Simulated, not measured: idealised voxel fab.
A process module follows: voxel wiring stack.
The width of the displayed cross-section, cut, is 225 nm; its cells are square, with a size of 5 nm.
Cross-sections here: square-cell grids, written as top-down lists of bands, a band being one or more rows of cells. Read a band's entry like this: the first values are the height of its top and the height of its bottom in nm, and what follows is the sequence of materials from left to right, each with its width in nm. Note that "air" is empty space, and that a single material marked "everywhere" reaches across the band from edge to edge. Height reference: 0 = level under which incoming wafer is all one material. Lowest band: no bottom, runs on downward, e.g. "0 -> down". Note: "30..40" means the width goes from the first number (top row of the band) to the second number (bottom row) in equal steps per row of cells. You'll sometimes find "no modification" written for a step, and that's the way of saying that nowhere in the cross-section did a cell change during that step. "Enclosed cavities": empty spaces of 8 cells or more with no open way to the top, each given as width x height at distance, distance from the left edge, all in nm. Anything after a step's settings on that line? It's the simulator's own note about the step. If you see "overlay nm" on a step's line and that step has a mask, it's telling you how far right of where it was planned the mask ended up; a negative number means it went left instead.
## List of planned process steps
1 RECEIVE with material Si
2 CONFORMAL_DEP with material SiO2, thk nm 15
3 CONFORMAL_DEP with material SiCN, thk nm 5
4 DIRECTIONAL_DEP with material lowk, thk nm 20
5 DIRECTIONAL_DEP with material aC, thk nm 10
6 PATTERN with tone open, mask id METAL_1, material resist, width nm 20, pitch nm 35, thk nm 30, overlay nm 0
7 DIRECTIONAL_ETCH with etch materials aC, depth nm 10
8 STRIP with etch materials resist
9 DIRECTIONAL_ETCH with etch materials lowk, depth nm 20
10 DIRECTIONAL_ETCH with etch materials SiCN, depth nm 5
11 STRIP with etch materials aC
12 CONFORMAL_DEP with material TiN, thk nm 5
13 FILL_DEP with material Cu, thk nm 10
14 CMP with height nm 40
15 CONFORMAL_DEP with material SiCN, thk nm 5
16 DIRECTIONAL_DEP with material lowk, thk nm 30
17 PATTERN with tone open, mask id METAL_2, material resist, width nm 20, pitch nm 35, thk nm 20, overlay nm 0
18 DIRECTIONAL_ETCH with etch materials lowk, depth nm 15
19 STRIP with etch materials resist
20 PATTERN with tone open, mask id METAL_2_HOLES, material resist, width nm 15, pitch nm 35, thk nm 15, overlay nm 0
21 DIRECTIONAL_ETCH with etch materials lowk, depth nm 15
22 DIRECTIONAL_ETCH with etch materials SiCN, depth nm 5
23 STRIP with etch materials resist
24 CONFORMAL_DEP with material TiN, thk nm 5
25 FILL_DEP with material Ru, thk nm 10
26 CMP with height nm 75
27 CONFORMAL_DEP with material SiCN, thk nm 5
28 DIRECTIONAL_DEP with material lowk, thk nm 25
29 MASKED_ETCH with tone open, mask id METAL_3, width nm 20, pitch nm 35, etch materials lowk, depth nm 15, overlay nm 0
30 PATTERN with tone open, mask id METAL_3_HOLES, material resist, width nm 15, pitch nm 70, thk nm 15, overlay nm 0
31 DIRECTIONAL_ETCH with etch materials lowk, depth nm 10
32 DIRECTIONAL_ETCH with etch materials SiCN, depth nm 5
33 STRIP with etch materials resist
34 CONFORMAL_DEP with material TiN, thk nm 5
35 FILL_DEP with material Ru, thk nm 10
36 CMP with height nm 105
37 CONFORMAL_DEP with material SiCN, thk nm 5
The value of thk nm given for step 12 in the plan refers to the first wafer; the wafers vary in this setting and are alike at the start.
## Cross-section, first of several wafers, as delivered after step 1
> 0 -> down  Si everywhere
> Enclosed cavities: none
## Quick look at the cross-section of the first of several wafers after step 37, which wraps up the module
> 110 -> 105  SiCN everywhere
> 105 -> 95  65 lowk | 5 TiN | 10 Ru | 5 TiN | 15 lowk | 5 TiN | 10 Ru | 5 TiN | 15 lowk | 5 TiN | 10 Ru | 5 TiN | 70 lowk
> 95 -> 90  65 lowk | 5 TiN | 5 Ru | 10 TiN | 15 lowk | 20 TiN | 15 lowk | 5 TiN | 5 Ru | 10 TiN | 70 lowk
> 90 -> 80  65 lowk | 5 TiN | 5 Ru | 5 TiN | 55 lowk | 5 TiN | 5 Ru | 5 TiN | 75 lowk
> 80 -> 75  65 SiCN | 15 TiN | 55 SiCN | 15 TiN | 75 SiCN
> 75 -> 65  65 lowk | 5 TiN | 10 Ru | 5 TiN | 15 lowk | 5 TiN | 10 Ru | 5 TiN | 15 lowk | 5 TiN | 10 Ru | 5 TiN | 70 lowk
> 65 -> 60  65 lowk | 5 TiN | 5 Ru | 10 TiN | 15 lowk | 5 TiN | 5 Ru | 10 TiN | 15 lowk | 5 TiN | 5 Ru | 10 TiN | 70 lowk
> 60 -> 45  65 lowk | 5 TiN | 5 Ru | 5 TiN | 20 lowk | 5 TiN | 5 Ru | 5 TiN | 20 lowk | 5 TiN | 5 Ru | 5 TiN | 75 lowk
> 45 -> 40  65 SiCN | 15 TiN | 20 SiCN | 15 TiN | 20 SiCN | 15 TiN | 75 SiCN
> 40 -> 20  65 lowk | 5 TiN | 10 Cu | 5 TiN | 15 lowk | 5 TiN | 10 Cu | 5 TiN | 15 lowk | 5 TiN | 10 Cu | 5 TiN | 70 lowk
> 20 -> 15  65 SiCN | 20 TiN | 15 SiCN | 20 TiN | 15 SiCN | 20 TiN | 70 SiCN
> 15 -> 0  SiO2 everywhere
> 0 -> down  Si everywhere
> Enclosed cavities: none
## So this is the cross-section on the last wafer at the end of the module
> 110 -> 105  SiCN everywhere
> 105 -> 95  65 lowk | 5 TiN | 10 Ru | 5 TiN | 15 lowk | 5 TiN | 10 Ru | 5 TiN | 15 lowk | 5 TiN | 10 Ru | 5 TiN | 70 lowk
> 95 -> 90  65 lowk | 5 TiN | 5 Ru | 10 TiN | 15 lowk | 20 TiN | 15 lowk | 5 TiN | 5 Ru | 10 TiN | 70 lowk
> 90 -> 80  65 lowk | 5 TiN | 5 Ru | 5 TiN | 55 lowk | 5 TiN | 5 Ru | 5 TiN | 75 lowk
> 80 -> 75  65 SiCN | 15 TiN | 55 SiCN | 15 TiN | 75 SiCN
> 75 -> 65  65 lowk | 5 TiN | 10 Ru | 5 TiN | 15 lowk | 5 TiN | 10 Ru | 5 TiN | 15 lowk | 5 TiN | 10 Ru | 5 TiN | 70 lowk
> 65 -> 60  65 lowk | 5 TiN | 5 Ru | 10 TiN | 15 lowk | 5 TiN | 5 Ru | 10 TiN | 15 lowk | 5 TiN | 5 Ru | 10 TiN | 70 lowk
> 60 -> 45  65 lowk | 5 TiN | 5 Ru | 5 TiN | 20 lowk | 5 TiN | 5 Ru | 5 TiN | 20 lowk | 5 TiN | 5 Ru | 5 TiN | 75 lowk
> 45 -> 40  65 SiCN | 15 TiN | 20 SiCN | 15 TiN | 20 SiCN | 15 TiN | 75 SiCN
> 40 -> 20  65 lowk | 20 TiN | 15 lowk | 20 TiN | 15 lowk | 20 TiN | 70 lowk
> 20 -> 15  65 SiCN | 20 TiN | 15 SiCN | 20 TiN | 15 SiCN | 20 TiN | 70 SiCN
> 15 -> 0  SiO2 everywhere
> 0 -> down  Si everywhere
> Enclosed cavities: none
## Below: a row per wafer. Contents at end of module: for every material, cells gained since receipt (+) or lost since receipt (-); then closed voids
thk nm 5 | +24 Cu | +42 Ru | +153 SiCN | +135 SiO2 | +120 TiN | +516 lowk | Enclosed cavities: none
thk nm 10 | +42 Ru | +153 SiCN | +135 SiO2 | +144 TiN | +516 lowk | Enclosed cavities: none
thk nm 15 | +42 Ru | +153 SiCN | +135 SiO2 | +144 TiN | +516 lowk | Enclosed cavities: none
thk nm 20 | +42 Ru | +153 SiCN | +135 SiO2 | +144 TiN | +516 lowk | Enclosed cavities: none
